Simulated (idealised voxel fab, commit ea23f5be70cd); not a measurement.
Process module in this document: voxel ribs on slabs
Cross-section cut: width 190 nm, square cells of 5 nm.
Format of a cross-section: grid, square cells. Given as bands. Order: top down. Band: one or more rows of cells. Read a band's entry like this: the first values are the height of its top and the height of its bottom in nm, and what follows is the sequence of materials from left to right, each with its width in nm. Note that "empty" is empty space, and that a single material marked "edge to edge" reaches across the band from edge to edge. Heights are expressed relative to 0, this being the level below which the as-received wafer comprises one material exclusively. The lowest band is unbounded in the downward direction and is denoted as in "0 nm and below". When a width is written as two numbers, as in "30->40", the first number is the width in the top row of cells of the band and the second is the width in its bottom row, and the width changes by the same amount from each row to the next. No cell of the cross-section changed in a step that is given as "no change occurred". So "Fully enclosed voids" is basically the list of trapped voids: any empty space of 8 cells or more that can't reach the top through an opening. They're written width x height at distance, the distance being from the left edge, and it's all nm. On a step's line, text after the settings is the simulator commenting on that step. "overlay nm" answers the question of how far to the right of plan the mask lay on a step that has a mask, and when it is negative the answer is to the left. So the way this works: pairs, before and after one process step. The after picture only goes down to the lowest band that actually changed, nothing below. Step and its settings are under each pair. And watch out, pairs might come from different runs of this module, same starting wafer though, so a pair only follows on from the one above if its "Preceding state" entry tells you so.

**Preceding state**
- 0 nm and below: Si edge to edge
- Fully enclosed voids: none

**Section, Post-Step**
- 20 nm to 0 nm: SiO2 edge to edge
- Nothing below the height 0 has changed.
- Fully enclosed voids: none
The structure shown above changes from one cross-section to the other through DIRECTIONAL_DEP with material SiO2, thk nm 20

Preceding state: refer to the pair immediately above; the cross-section shown after its step is the state before this one.

**Section, Post-Step**
- 40 nm to 20 nm: SiN edge to edge
- Nothing below the height 20 has changed.
- Fully enclosed voids: none
The structure shown above changes from one cross-section to the other through DIRECTIONAL_DEP with material SiN, thk nm 20

Preceding state: refer to the pair immediately above; the cross-section shown after its step is the state before this one.

**Section, Post-Step**
- 50 nm to 40 nm: aC edge to edge
- Nothing below the height 40 has changed.
- Fully enclosed voids: none
The structure shown above changes from one cross-section to the other through DIRECTIONAL_DEP with material aC, thk nm 10

Preceding state: refer to the pair immediately above; the cross-section shown after its step is the state before this one.

**Section, Post-Step**
- 75 nm to 50 nm: 85 empty  15 resist  90 empty
- Nothing below the height 50 has changed.
- Fully enclosed voids: none
The structure shown above changes from one cross-section to the other through PATTERN with tone cover, mask id RIB, material resist, width nm 15, thk nm 25, overlay nm 0

Preceding state: refer to the pair immediately above; the cross-section shown after its step is the state before this one.

**Section, Post-Step**
- 65 nm to 50 nm: 85 empty  15 resist  90 empty
- 50 nm to 40 nm: 85 empty  15 aC  90 empty
- Nothing below the height 40 has changed.
- Fully enclosed voids: none
The structure shown above changes from one cross-section to the other through DIRECTIONAL_ETCH with etch materials aC, depth nm 10

Preceding state: refer to the pair immediately above; the cross-section shown after its step is the state before this one.

**Section, Post-Step**
- 50 nm to 40 nm: 85 empty  15 aC  90 empty
- Nothing below the height 40 has changed.
- Fully enclosed voids: none
The structure shown above changes from one cross-section to the other through STRIP with etch materials resist

Preceding state: refer to the pair immediately above; the cross-section shown after its step is the state before this one.

**Section, Post-Step**
- 50 nm to 40 nm: 85 empty  15 aC  90 empty
- 40 nm to 25 nm: 85 empty  15 SiN  90 empty
- Nothing below the height 25 has changed.
- Fully enclosed voids: none
The structure shown above changes from one cross-section to the other through DIRECTIONAL_ETCH with etch materials SiN, depth nm 15

Preceding state: refer to the pair immediately above; the cross-section shown after its step is the state before this one.

**Section, Post-Step**
- 40 nm to 25 nm: 85 empty  15 SiN  90 empty
- Nothing below the height 25 has changed.
- Fully enclosed voids: none
The structure shown above changes from one cross-section to the other through STRIP with etch materials aC

Preceding state: refer to the pair immediately above; the cross-section shown after its step is the state before this one.

**Section, Post-Step**
- 60 nm to 40 nm: 60 empty  65 resist  65 empty
- 40 nm to 25 nm: 60 empty  25 resist  15 SiN  25 resist  65 empty
- Nothing below the height 25 has changed.
- Fully enclosed voids: none
The structure shown above changes from one cross-section to the other through PATTERN with tone cover, mask id SLAB, material resist, width nm 65, thk nm 20, overlay nm 0

Preceding state: refer to the pair immediately above; the cross-section shown after its step is the state before this one.

**Section, Post-Step**
- 60 nm to 40 nm: 60 empty  65 resist  65 empty
- 40 nm to 25 nm: 60 empty  25 resist  15 SiN  25 resist  65 empty
- 25 nm to 20 nm: 60 empty  65 SiN  65 empty
- Nothing below the height 20 has changed.
- Fully enclosed voids: none
The structure shown above changes from one cross-section to the other through DIRECTIONAL_ETCH with etch materials SiN, depth nm 5

Preceding state: refer to the pair immediately above; the cross-section shown after its step is the state before this one.

**Section, Post-Step**
- 40 nm to 25 nm: 85 empty  15 SiN  90 empty
- Nothing below the height 25 has changed.
- Fully enclosed voids: none
The structure shown above changes from one cross-section to the other through STRIP with etch materials resist

Preceding state: refer to the pair immediately above; the cross-section shown after its step is the state before this one.

**Section, Post-Step**
- 60 nm to 40 nm: SiO2 edge to edge
- 40 nm to 25 nm: 85 SiO2  15 SiN  90 SiO2
- 25 nm to 20 nm: 60 SiO2  65 SiN  65 SiO2
- Nothing below the height 20 has changed.
- Fully enclosed voids: none
The structure shown above changes from one cross-section to the other through FILL_DEP with material SiO2, thk nm 20

Preceding state: refer to the pair immediately above; the cross-section shown after its step is the state before this one.

**Section, Post-Step**
- 50 nm to 40 nm: SiO2 edge to edge
- Nothing below the height 40 has changed.
- Fully enclosed voids: none
The structure shown above changes from one cross-section to the other through CMP with height nm 50

Preceding state: refer to the pair immediately above; the cross-section shown after its step is the state before this one.

**Section, Post-Step**
- 60 nm to 50 nm: W edge to edge
- Nothing below the height 50 has changed.
- Fully enclosed voids: none
The structure shown above changes from one cross-section to the other through DIRECTIONAL_DEP with material W, thk nm 10

Preceding state: refer to the pair immediately above; the cross-section shown after its step is the state before this one.

**Section, Post-Step**
- 75 nm to 60 nm: 80 empty  25 resist  85 empty
- Nothing below the height 60 has changed.
- Fully enclosed voids: none
The structure shown above changes from one cross-section to the other through PATTERN with tone cover, mask id HEATER, material resist, width nm 25, thk nm 15, overlay nm 0

Preceding state: refer to the pair immediately above; the cross-section shown after its step is the state before this one.

**Section, Post-Step**
- 75 nm to 60 nm: 80 empty  25 resist  85 empty
- 60 nm to 50 nm: 80 empty  25 W  85 empty
- Nothing below the height 50 has changed.
- Fully enclosed voids: none
The structure shown above changes from one cross-section to the other through DIRECTIONAL_ETCH with etch materials W, depth nm 10

Preceding state: refer to the pair immediately above; the cross-section shown after its step is the state before this one.

**Section, Post-Step**
- 60 nm to 50 nm: 80 empty  25 W  85 empty
- Nothing below the height 50 has changed.
- Fully enclosed voids: none
The structure shown above changes from one cross-section to the other through STRIP with etch materials resist

Preceding state: refer to the pair immediately above; the cross-section shown after its step is the state before this one.

**Section, Post-Step**
- 65 nm to 60 nm: 75 empty  35 SiN  80 empty
- 60 nm to 55 nm: 75 empty  5 SiN  25 W  5 SiN  80 empty
- 55 nm to 50 nm: 80 SiN  25 W  85 SiN
- Nothing below the height 50 has changed.
- Fully enclosed voids: none
The structure shown above changes from one cross-section to the other through CONFORMAL_DEP with material SiN, thk nm 5

**Preceding state**
- 40 nm to 20 nm: SiN edge to edge
- 20 nm to 0 nm: SiO2 edge to edge
- 0 nm and below: Si edge to edge
- Fully enclosed voids: none

**Section, Post-Step**
- 60 nm to 20 nm: SiN edge to edge
- Nothing below the height 20 has changed.
- Fully enclosed voids: none
The structure shown above changes from one cross-section to the other through DIRECTIONAL_DEP with material SiN, thk nm 20

Preceding state: refer to the pair immediately above; the cross-section shown after its step is the state before this one.

**Section, Post-Step**
- 70 nm to 60 nm: aC edge to edge
- Nothing below the height 60 has changed.
- Fully enclosed voids: none
The structure shown above changes from one cross-section to the other through DIRECTIONAL_DEP with material aC, thk nm 10

Preceding state: refer to the pair immediately above; the cross-section shown after its step is the state before this one.

**Section, Post-Step**
- 95 nm to 70 nm: 85 empty  15 resist  90 empty
- Nothing below the height 70 has changed.
- Fully enclosed voids: none
The structure shown above changes from one cross-section to the other through PATTERN with tone cover, mask id RIB, material resist, width nm 15, thk nm 25, overlay nm 0

Preceding state: refer to the pair immediately above; the cross-section shown after its step is the state before this one.

**Section, Post-Step**
- 85 nm to 70 nm: 85 empty  15 resist  90 empty
- 70 nm to 60 nm: 85 empty  15 aC  90 empty
- Nothing below the height 60 has changed.
- Fully enclosed voids: none
The structure shown above changes from one cross-section to the other through DIRECTIONAL_ETCH with etch materials aC, depth nm 10

Preceding state: refer to the pair immediately above; the cross-section shown after its step is the state before this one.

**Section, Post-Step**
- 70 nm to 60 nm: 85 empty  15 aC  90 empty
- Nothing below the height 60 has changed.
- Fully enclosed voids: none
The structure shown above changes from one cross-section to the other through STRIP with etch materials resist

Preceding state: refer to the pair immediately above; the cross-section shown after its step is the state before this one.

**Section, Post-Step**
- 70 nm to 60 nm: 85 empty  15 aC  90 empty
- 60 nm to 45 nm: 85 empty  15 SiN  90 empty
- Nothing below the height 45 has changed.
- Fully enclosed voids: none
The structure shown above changes from one cross-section to the other through DIRECTIONAL_ETCH with etch materials SiN, depth nm 15

Preceding state: refer to the pair immediately above; the cross-section shown after its step is the state before this one.

**Section, Post-Step**
- 60 nm to 45 nm: 85 empty  15 SiN  90 empty
- Nothing below the height 45 has changed.
- Fully enclosed voids: none
The structure shown above changes from one cross-section to the other through STRIP with etch materials aC

Preceding state: refer to the pair immediately above; the cross-section shown after its step is the state before this one.

**Section, Post-Step**
- 80 nm to 60 nm: 60 empty  65 resist  65 empty
- 60 nm to 45 nm: 60 empty  25 resist  15 SiN  25 resist  65 empty
- Nothing below the height 45 has changed.
- Fully enclosed voids: none
The structure shown above changes from one cross-section to the other through PATTERN with tone cover, mask id SLAB, material resist, width nm 65, thk nm 20, overlay nm 0

Preceding state: refer to the pair immediately above; the cross-section shown after its step is the state before this one.

**Section, Post-Step**
- 80 nm to 60 nm: 60 empty  65 resist  65 empty
- 60 nm to 45 nm: 60 empty  25 resist  15 SiN  25 resist  65 empty
- 45 nm to 40 nm: 60 empty  65 SiN  65 empty
- Nothing below the height 40 has changed.
- Fully enclosed voids: none
The structure shown above changes from one cross-section to the other through DIRECTIONAL_ETCH with etch materials SiN, depth nm 5

Preceding state: refer to the pair immediately above; the cross-section shown after its step is the state before this one.

**Section, Post-Step**
- 60 nm to 45 nm: 85 empty  15 SiN  90 empty
- Nothing below the height 45 has changed.
- Fully enclosed voids: none
The structure shown above changes from one cross-section to the other through STRIP with etch materials resist

Preceding state: refer to the pair immediately above; the cross-section shown after its step is the state before this one.

**Section, Post-Step**
- 80 nm to 60 nm: SiO2 edge to edge
- 60 nm to 45 nm: 85 SiO2  15 SiN  90 SiO2
- 45 nm to 40 nm: 60 SiO2  65 SiN  65 SiO2
- Nothing below the height 40 has changed.
- Fully enclosed voids: none
The structure shown above changes from one cross-section to the other through FILL_DEP with material SiO2, thk nm 20

Preceding state: refer to the pair immediately above; the cross-section shown after its step is the state before this one.

**Section, Post-Step**
- 50 nm to 40 nm: 85->60 SiO2  15->65 SiN  90->65 SiO2
- Nothing below the height 40 has changed.
- Fully enclosed voids: none
The structure shown above changes from one cross-section to the other through CMP with height nm 50

Preceding state: refer to the pair immediately above; the cross-section shown after its step is the state before this one.

**Section, Post-Step**
- 60 nm to 50 nm: W edge to edge
- Nothing below the height 50 has changed.
- Fully enclosed voids: none
The structure shown above changes from one cross-section to the other through DIRECTIONAL_DEP with material W, thk nm 10

Preceding state: refer to the pair immediately above; the cross-section shown after its step is the state before this one.

**Section, Post-Step**
- 75 nm to 60 nm: 80 empty  25 resist  85 empty
- Nothing below the height 60 has changed.
- Fully enclosed voids: none
The structure shown above changes from one cross-section to the other through PATTERN with tone cover, mask id HEATER, material resist, width nm 25, thk nm 15, overlay nm 0

Preceding state: refer to the pair immediately above; the cross-section shown after its step is the state before this one.

**Section, Post-Step**
- 75 nm to 60 nm: 80 empty  25 resist  85 empty
- 60 nm to 50 nm: 80 empty  25 W  85 empty
- Nothing below the height 50 has changed.
- Fully enclosed voids: none
The structure shown above changes from one cross-section to the other through DIRECTIONAL_ETCH with etch materials W, depth nm 10

Preceding state: refer to the pair immediately above; the cross-section shown after its step is the state before this one.

**Section, Post-Step**
- 60 nm to 50 nm: 80 empty  25 W  85 empty
- Nothing below the height 50 has changed.
- Fully enclosed voids: none
The structure shown above changes from one cross-section to the other through STRIP with etch materials resist

Preceding state: refer to the pair immediately above; the cross-section shown after its step is the state before this one.

**Section, Post-Step**
- 65 nm to 60 nm: 75 empty  35 SiN  80 empty
- 60 nm to 55 nm: 75 empty  5 SiN  25 W  5 SiN  80 empty
- 55 nm to 50 nm: 80 SiN  25 W  85 SiN
- Nothing below the height 50 has changed.
- Fully enclosed voids: none
The structure shown above changes from one cross-section to the other through CONFORMAL_DEP with material SiN, thk nm 5

**Preceding state**
- 20 nm to 0 nm: SiO2 edge to edge
- 0 nm and below: Si edge to edge
- Fully enclosed voids: none

**Section, Post-Step**
- 30 nm to 20 nm: aC edge to edge
- Nothing below the height 20 has changed.
- Fully enclosed voids: none
The structure shown above changes from one cross-section to the other through DIRECTIONAL_DEP with material aC, thk nm 10

Preceding state: refer to the pair immediately above; the cross-section shown after its step is the state before this one.

**Section, Post-Step**
- 50 nm to 30 nm: SiN edge to edge
- Nothing below the height 30 has changed.
- Fully enclosed voids: none
The structure shown above changes from one cross-section to the other through DIRECTIONAL_DEP with material SiN, thk nm 20

Preceding state: refer to the pair immediately above; the cross-section shown after its step is the state before this one.

**Section, Post-Step**
- 75 nm to 50 nm: 85 empty  15 resist  90 empty
- Nothing below the height 50 has changed.
- Fully enclosed voids: none
The structure shown above changes from one cross-section to the other through PATTERN with tone cover, mask id RIB, material resist, width nm 15, thk nm 25, overlay nm 0

Preceding state: refer to the pair immediately above; the cross-section shown after its step is the state before this one.

**Section, Post-Step**
- 65 nm to 50 nm: 85 empty  15 resist  90 empty
- Nothing below the height 50 has changed.
- Fully enclosed voids: none
The structure shown above changes from one cross-section to the other through DIRECTIONAL_ETCH with etch materials aC, depth nm 10

Preceding state: refer to the pair immediately above; the cross-section shown after its step is the state before this one.

**Section, Post-Step**
- 50 nm to 30 nm: SiN edge to edge
- Nothing below the height 30 has changed.
- Fully enclosed voids: none
The structure shown above changes from one cross-section to the other through STRIP with etch materials resist

Preceding state: refer to the pair immediately above; the cross-section shown after its step is the state before this one.

**Section, Post-Step**
- 35 nm to 30 nm: SiN edge to edge
- Nothing below the height 30 has changed.
- Fully enclosed voids: none
The structure shown above changes from one cross-section to the other through DIRECTIONAL_ETCH with etch materials SiN, depth nm 15

Preceding state: refer to the pair immediately above; the cross-section shown after its step is the state before this one.

**Section, Post-Step**
- 55 nm to 35 nm: 60 empty  65 resist  65 empty
- Nothing below the height 35 has changed.
- Fully enclosed voids: none
The structure shown above changes from one cross-section to the other through PATTERN with tone cover, mask id SLAB, material resist, width nm 65, thk nm 20, overlay nm 0

Preceding state: refer to the pair immediately above; the cross-section shown after its step is the state before this one.

**Section, Post-Step**
- 55 nm to 35 nm: 60 empty  65 resist  65 empty
- 35 nm to 30 nm: 60 empty  65 SiN  65 empty
- Nothing below the height 30 has changed.
- Fully enclosed voids: none
The structure shown above changes from one cross-section to the other through DIRECTIONAL_ETCH with etch materials SiN, depth nm 5

Preceding state: refer to the pair immediately above; the cross-section shown after its step is the state before this one.

**Section, Post-Step**
- 35 nm to 30 nm: 60 empty  65 SiN  65 empty
- Nothing below the height 30 has changed.
- Fully enclosed voids: none
The structure shown above changes from one cross-section to the other through STRIP with etch materials resist

Preceding state: refer to the pair immediately above; the cross-section shown after its step is the state before this one.

**Section, Post-Step**
- 55 nm to 35 nm: SiO2 edge to edge
- 35 nm to 30 nm: 60 SiO2  65 SiN  65 SiO2
- Nothing below the height 30 has changed.
- Fully enclosed voids: none
The structure shown above changes from one cross-section to the other through FILL_DEP with material SiO2, thk nm 20

Preceding state: refer to the pair immediately above; the cross-section shown after its step is the state before this one.

**Section, Post-Step**
- 50 nm to 35 nm: SiO2 edge to edge
- Nothing below the height 35 has changed.
- Fully enclosed voids: none
The structure shown above changes from one cross-section to the other through CMP with height nm 50

Preceding state: refer to the pair immediately above; the cross-section shown after its step is the state before this one.

**Section, Post-Step**
- 60 nm to 50 nm: W edge to edge
- Nothing below the height 50 has changed.
- Fully enclosed voids: none
The structure shown above changes from one cross-section to the other through DIRECTIONAL_DEP with material W, thk nm 10

Preceding state: refer to the pair immediately above; the cross-section shown after its step is the state before this one.

**Section, Post-Step**
- 75 nm to 60 nm: 80 empty  25 resist  85 empty
- Nothing below the height 60 has changed.
- Fully enclosed voids: none
The structure shown above changes from one cross-section to the other through PATTERN with tone cover, mask id HEATER, material resist, width nm 25, thk nm 15, overlay nm 0

Preceding state: refer to the pair immediately above; the cross-section shown after its step is the state before this one.

**Section, Post-Step**
- 75 nm to 60 nm: 80 empty  25 resist  85 empty
- 60 nm to 50 nm: 80 empty  25 W  85 empty
- Nothing below the height 50 has changed.
- Fully enclosed voids: none
The structure shown above changes from one cross-section to the other through DIRECTIONAL_ETCH with etch materials W, depth nm 10

Preceding state: refer to the pair immediately above; the cross-section shown after its step is the state before this one.

**Section, Post-Step**
- 60 nm to 50 nm: 80 empty  25 W  85 empty
- Nothing below the height 50 has changed.
- Fully enclosed voids: none
The structure shown above changes from one cross-section to the other through STRIP with etch materials resist

Preceding state: refer to the pair immediately above; the cross-section shown after its step is the state before this one.

**Section, Post-Step**
- 65 nm to 60 nm: 75 empty  35 SiN  80 empty
- 60 nm to 55 nm: 75 empty  5 SiN  25 W  5 SiN  80 empty
- 55 nm to 50 nm: 80 SiN  25 W  85 SiN
- Nothing below the height 50 has changed.
- Fully enclosed voids: none
The structure shown above changes from one cross-section to the other through CONFORMAL_DEP with material SiN, thk nm 5

**Preceding state**
- 60 nm to 40 nm: SiO2 edge to edge
- 40 nm to 25 nm: 85 SiO2  15 SiN  90 SiO2
- 25 nm to 20 nm: 60 SiO2  65 SiN  65 SiO2
- 20 nm to 0 nm: SiO2 edge to edge
- 0 nm and below: Si edge to edge
- Fully enclosed voids: none

**Section, Post-Step**
- 45 nm to 40 nm: SiO2 edge to edge
- Nothing below the height 40 has changed.
- Fully enclosed voids: none
The structure shown above changes from one cross-section to the other through CMP with height nm 45

Preceding state: refer to the pair immediately above; the cross-section shown after its step is the state before this one.

**Section, Post-Step**
- 55 nm to 45 nm: W edge to edge
- Nothing below the height 45 has changed.
- Fully enclosed voids: none
The structure shown above changes from one cross-section to the other through DIRECTIONAL_DEP with material W, thk nm 10

Preceding state: refer to the pair immediately above; the cross-section shown after its step is the state before this one.

**Section, Post-Step**
- 70 nm to 55 nm: 80 empty  25 resist  85 empty
- Nothing below the height 55 has changed.
- Fully enclosed voids: none
The structure shown above changes from one cross-section to the other through PATTERN with tone cover, mask id HEATER, material resist, width nm 25, thk nm 15, overlay nm 0

Preceding state: refer to the pair immediately above; the cross-section shown after its step is the state before this one.

**Section, Post-Step**
- 70 nm to 55 nm: 80 empty  25 resist  85 empty
- 55 nm to 45 nm: 80 empty  25 W  85 empty
- Nothing below the height 45 has changed.
- Fully enclosed voids: none
The structure shown above changes from one cross-section to the other through DIRECTIONAL_ETCH with etch materials W, depth nm 10

Preceding state: refer to the pair immediately above; the cross-section shown after its step is the state before this one.

**Section, Post-Step**
- 55 nm to 45 nm: 80 empty  25 W  85 empty
- Nothing below the height 45 has changed.
- Fully enclosed voids: none
The structure shown above changes from one cross-section to the other through STRIP with etch materials resist

Preceding state: refer to the pair immediately above; the cross-section shown after its step is the state before this one.

**Section, Post-Step**
- 60 nm to 55 nm: 75 empty  35 SiN  80 empty
- 55 nm to 50 nm: 75 empty  5 SiN  25 W  5 SiN  80 empty
- 50 nm to 45 nm: 80 SiN  25 W  85 SiN
- Nothing below the height 45 has changed.
- Fully enclosed voids: none
The structure shown above changes from one cross-section to the other through CONFORMAL_DEP with material SiN, thk nm 5

**Preceding state**
- 40 nm to 25 nm: 85 empty  15 SiN  90 empty
- 25 nm to 20 nm: SiN edge to edge
- 20 nm to 0 nm: SiO2 edge to edge
- 0 nm and below: Si edge to edge
- Fully enclosed voids: none

**Section, Post-Step**
- 60 nm to 40 nm: 65 empty  60 resist  65 empty
- 40 nm to 25 nm: 65 empty  20 resist  15 SiN  25 resist  65 empty
- Nothing below the height 25 has changed.
- Fully enclosed voids: none
The structure shown above changes from one cross-section to the other through PATTERN with tone cover, mask id SLAB, material resist, width nm 60, thk nm 20, overlay nm 0

Preceding state: refer to the pair immediately above; the cross-section shown after its step is the state before this one.

**Section, Post-Step**
- 60 nm to 40 nm: 65 empty  60 resist  65 empty
- 40 nm to 25 nm: 65 empty  20 resist  15 SiN  25 resist  65 empty
- 25 nm to 20 nm: 65 empty  60 SiN  65 empty
- Nothing below the height 20 has changed.
- Fully enclosed voids: none
The structure shown above changes from one cross-section to the other through DIRECTIONAL_ETCH with etch materials SiN, depth nm 5

Preceding state: refer to the pair immediately above; the cross-section shown after its step is the state before this one.

**Section, Post-Step**
- 40 nm to 25 nm: 85 empty  15 SiN  90 empty
- Nothing below the height 25 has changed.
- Fully enclosed voids: none
The structure shown above changes from one cross-section to the other through STRIP with etch materials resist

Preceding state: refer to the pair immediately above; the cross-section shown after its step is the state before this one.

**Section, Post-Step**
- 60 nm to 40 nm: SiO2 edge to edge
- 40 nm to 25 nm: 85 SiO2  15 SiN  90 SiO2
- 25 nm to 20 nm: 65 SiO2  60 SiN  65 SiO2
- Nothing below the height 20 has changed.
- Fully enclosed voids: none
The structure shown above changes from one cross-section to the other through FILL_DEP with material SiO2, thk nm 20

Preceding state: refer to the pair immediately above; the cross-section shown after its step is the state before this one.

**Section, Post-Step**
- 50 nm to 40 nm: SiO2 edge to edge
- Nothing below the height 40 has changed.
- Fully enclosed voids: none
The structure shown above changes from one cross-section to the other through CMP with height nm 50

Preceding state: refer to the pair immediately above; the cross-section shown after its step is the state before this one.

**Section, Post-Step**
- 60 nm to 50 nm: W edge to edge
- Nothing below the height 50 has changed.
- Fully enclosed voids: none
The structure shown above changes from one cross-section to the other through DIRECTIONAL_DEP with material W, thk nm 10

Preceding state: refer to the pair immediately above; the cross-section shown after its step is the state before this one.

**Section, Post-Step**
- 75 nm to 60 nm: 80 empty  25 resist  85 empty
- Nothing below the height 60 has changed.
- Fully enclosed voids: none
The structure shown above changes from one cross-section to the other through PATTERN with tone cover, mask id HEATER, material resist, width nm 25, thk nm 15, overlay nm 0

Preceding state: refer to the pair immediately above; the cross-section shown after its step is the state before this one.

**Section, Post-Step**
- 75 nm to 60 nm: 80 empty  25 resist  85 empty
- 60 nm to 50 nm: 80 empty  25 W  85 empty
- Nothing below the height 50 has changed.
- Fully enclosed voids: none
The structure shown above changes from one cross-section to the other through DIRECTIONAL_ETCH with etch materials W, depth nm 10

Preceding state: refer to the pair immediately above; the cross-section shown after its step is the state before this one.

**Section, Post-Step**
- 60 nm to 50 nm: 80 empty  25 W  85 empty
- Nothing below the height 50 has changed.
- Fully enclosed voids: none
The structure shown above changes from one cross-section to the other through STRIP with etch materials resist

Preceding state: refer to the pair immediately above; the cross-section shown after its step is the state before this one.

**Section, Post-Step**
- 65 nm to 60 nm: 75 empty  35 SiN  80 empty
- 60 nm to 55 nm: 75 empty  5 SiN  25 W  5 SiN  80 empty
- 55 nm to 50 nm: 80 SiN  25 W  85 SiN
- Nothing below the height 50 has changed.
- Fully enclosed voids: none
The structure shown above changes from one cross-section to the other through CONFORMAL_DEP with material SiN, thk nm 5

**Preceding state**
- 50 nm to 40 nm: aC edge to edge
- 40 nm to 20 nm: SiN edge to edge
- 20 nm to 0 nm: SiO2 edge to edge
- 0 nm and below: Si edge to edge
- Fully enclosed voids: none

**Section, Post-Step**
- 75 nm to 50 nm: 75 empty  15 resist  100 empty
- Nothing below the height 50 has changed.
- Fully enclosed voids: none
The structure shown above changes from one cross-section to the other through PATTERN with tone cover, mask id RIB, material resist, width nm 15, thk nm 25, overlay nm -10

Preceding state: refer to the pair immediately above; the cross-section shown after its step is the state before this one.

**Section, Post-Step**
- 65 nm to 50 nm: 75 empty  15 resist  100 empty
- 50 nm to 40 nm: 75 empty  15 aC  100 empty
- Nothing below the height 40 has changed.
- Fully enclosed voids: none
The structure shown above changes from one cross-section to the other through DIRECTIONAL_ETCH with etch materials aC, depth nm 10

Preceding state: refer to the pair immediately above; the cross-section shown after its step is the state before this one.

**Section, Post-Step**
- 50 nm to 40 nm: 75 empty  15 aC  100 empty
- Nothing below the height 40 has changed.
- Fully enclosed voids: none
The structure shown above changes from one cross-section to the other through STRIP with etch materials resist

Preceding state: refer to the pair immediately above; the cross-section shown after its step is the state before this one.

**Section, Post-Step**
- 50 nm to 40 nm: 75 empty  15 aC  100 empty
- 40 nm to 25 nm: 75 empty  15 SiN  100 empty
- Nothing below the height 25 has changed.
- Fully enclosed voids: none
The structure shown above changes from one cross-section to the other through DIRECTIONAL_ETCH with etch materials SiN, depth nm 15

Preceding state: refer to the pair immediately above; the cross-section shown after its step is the state before this one.

**Section, Post-Step**
- 40 nm to 25 nm: 75 empty  15 SiN  100 empty
- Nothing below the height 25 has changed.
- Fully enclosed voids: none
The structure shown above changes from one cross-section to the other through STRIP with etch materials aC

Preceding state: refer to the pair immediately above; the cross-section shown after its step is the state before this one.

**Section, Post-Step**
- 60 nm to 40 nm: 60 empty  65 resist  65 empty
- 40 nm to 25 nm: 60 empty  15 resist  15 SiN  35 resist  65 empty
- Nothing below the height 25 has changed.
- Fully enclosed voids: none
The structure shown above changes from one cross-section to the other through PATTERN with tone cover, mask id SLAB, material resist, width nm 65, thk nm 20, overlay nm 0

Preceding state: refer to the pair immediately above; the cross-section shown after its step is the state before this one.

**Section, Post-Step**
- 60 nm to 40 nm: 60 empty  65 resist  65 empty
- 40 nm to 25 nm: 60 empty  15 resist  15 SiN  35 resist  65 empty
- 25 nm to 20 nm: 60 empty  65 SiN  65 empty
- Nothing below the height 20 has changed.
- Fully enclosed voids: none
The structure shown above changes from one cross-section to the other through DIRECTIONAL_ETCH with etch materials SiN, depth nm 5

Preceding state: refer to the pair immediately above; the cross-section shown after its step is the state before this one.

**Section, Post-Step**
- 40 nm to 25 nm: 75 empty  15 SiN  100 empty
- Nothing below the height 25 has changed.
- Fully enclosed voids: none
The structure shown above changes from one cross-section to the other through STRIP with etch materials resist

Preceding state: refer to the pair immediately above; the cross-section shown after its step is the state before this one.

**Section, Post-Step**
- 60 nm to 40 nm: SiO2 edge to edge
- 40 nm to 25 nm: 75 SiO2  15 SiN  100 SiO2
- 25 nm to 20 nm: 60 SiO2  65 SiN  65 SiO2
- Nothing below the height 20 has changed.
- Fully enclosed voids: none
The structure shown above changes from one cross-section to the other through FILL_DEP with material SiO2, thk nm 20

Preceding state: refer to the pair immediately above; the cross-section shown after its step is the state before this one.

**Section, Post-Step**
- 50 nm to 40 nm: SiO2 edge to edge
- Nothing below the height 40 has changed.
- Fully enclosed voids: none
The structure shown above changes from one cross-section to the other through CMP with height nm 50

Preceding state: refer to the pair immediately above; the cross-section shown after its step is the state before this one.

**Section, Post-Step**
- 60 nm to 50 nm: W edge to edge
- Nothing below the height 50 has changed.
- Fully enclosed voids: none
The structure shown above changes from one cross-section to the other through DIRECTIONAL_DEP with material W, thk nm 10

Preceding state: refer to the pair immediately above; the cross-section shown after its step is the state before this one.

**Section, Post-Step**
- 75 nm to 60 nm: 80 empty  25 resist  85 empty
- Nothing below the height 60 has changed.
- Fully enclosed voids: none
The structure shown above changes from one cross-section to the other through PATTERN with tone cover, mask id HEATER, material resist, width nm 25, thk nm 15, overlay nm 0

Preceding state: refer to the pair immediately above; the cross-section shown after its step is the state before this one.

**Section, Post-Step**
- 75 nm to 60 nm: 80 empty  25 resist  85 empty
- 60 nm to 50 nm: 80 empty  25 W  85 empty
- Nothing below the height 50 has changed.
- Fully enclosed voids: none
The structure shown above changes from one cross-section to the other through DIRECTIONAL_ETCH with etch materials W, depth nm 10

Preceding state: refer to the pair immediately above; the cross-section shown after its step is the state before this one.

**Section, Post-Step**
- 60 nm to 50 nm: 80 empty  25 W  85 empty
- Nothing below the height 50 has changed.
- Fully enclosed voids: none
The structure shown above changes from one cross-section to the other through STRIP with etch materials resist

Preceding state: refer to the pair immediately above; the cross-section shown after its step is the state before this one.

**Section, Post-Step**
- 65 nm to 60 nm: 75 empty  35 SiN  80 empty
- 60 nm to 55 nm: 75 empty  5 SiN  25 W  5 SiN  80 empty
- 55 nm to 50 nm: 80 SiN  25 W  85 SiN
- Nothing below the height 50 has changed.
- Fully enclosed voids: none
The structure shown above changes from one cross-section to the other through CONFORMAL_DEP with material SiN, thk nm 5

**Preceding state**
- 40 nm to 20 nm: SiN edge to edge
- 20 nm to 0 nm: SiO2 edge to edge
- 0 nm and below: Si edge to edge
- Fully enclosed voids: none

**Section, Post-Step**
- 50 nm to 40 nm: W edge to edge
- Nothing below the height 40 has changed.
- Fully enclosed voids: none
The structure shown above changes from one cross-section to the other through DIRECTIONAL_DEP with material W, thk nm 10

Preceding state: refer to the pair immediately above; the cross-section shown after its step is the state before this one.

**Section, Post-Step**
- 75 nm to 50 nm: 85 empty  15 resist  90 empty
- Nothing below the height 50 has changed.
- Fully enclosed voids: none
The structure shown above changes from one cross-section to the other through PATTERN with tone cover, mask id RIB, material resist, width nm 15, thk nm 25, overlay nm 0

Preceding state: refer to the pair immediately above; the cross-section shown after its step is the state before this one.

**Section, Post-Step**
- 65 nm to 50 nm: 85 empty  15 resist  90 empty
- Nothing below the height 50 has changed.
- Fully enclosed voids: none
The structure shown above changes from one cross-section to the other through DIRECTIONAL_ETCH with etch materials aC, depth nm 10

Preceding state: refer to the pair immediately above; the cross-section shown after its step is the state before this one.

**Section, Post-Step**
- 50 nm to 40 nm: W edge to edge
- Nothing below the height 40 has changed.
- Fully enclosed voids: none
The structure shown above changes from one cross-section to the other through STRIP with etch materials resist

Preceding state: refer to the pair immediately above; the cross-section shown after its step is the state before this one.

**Section, Post-Step**
- 70 nm to 50 nm: 60 empty  65 resist  65 empty
- Nothing below the height 50 has changed.
- Fully enclosed voids: none
The structure shown above changes from one cross-section to the other through PATTERN with tone cover, mask id SLAB, material resist, width nm 65, thk nm 20, overlay nm 0
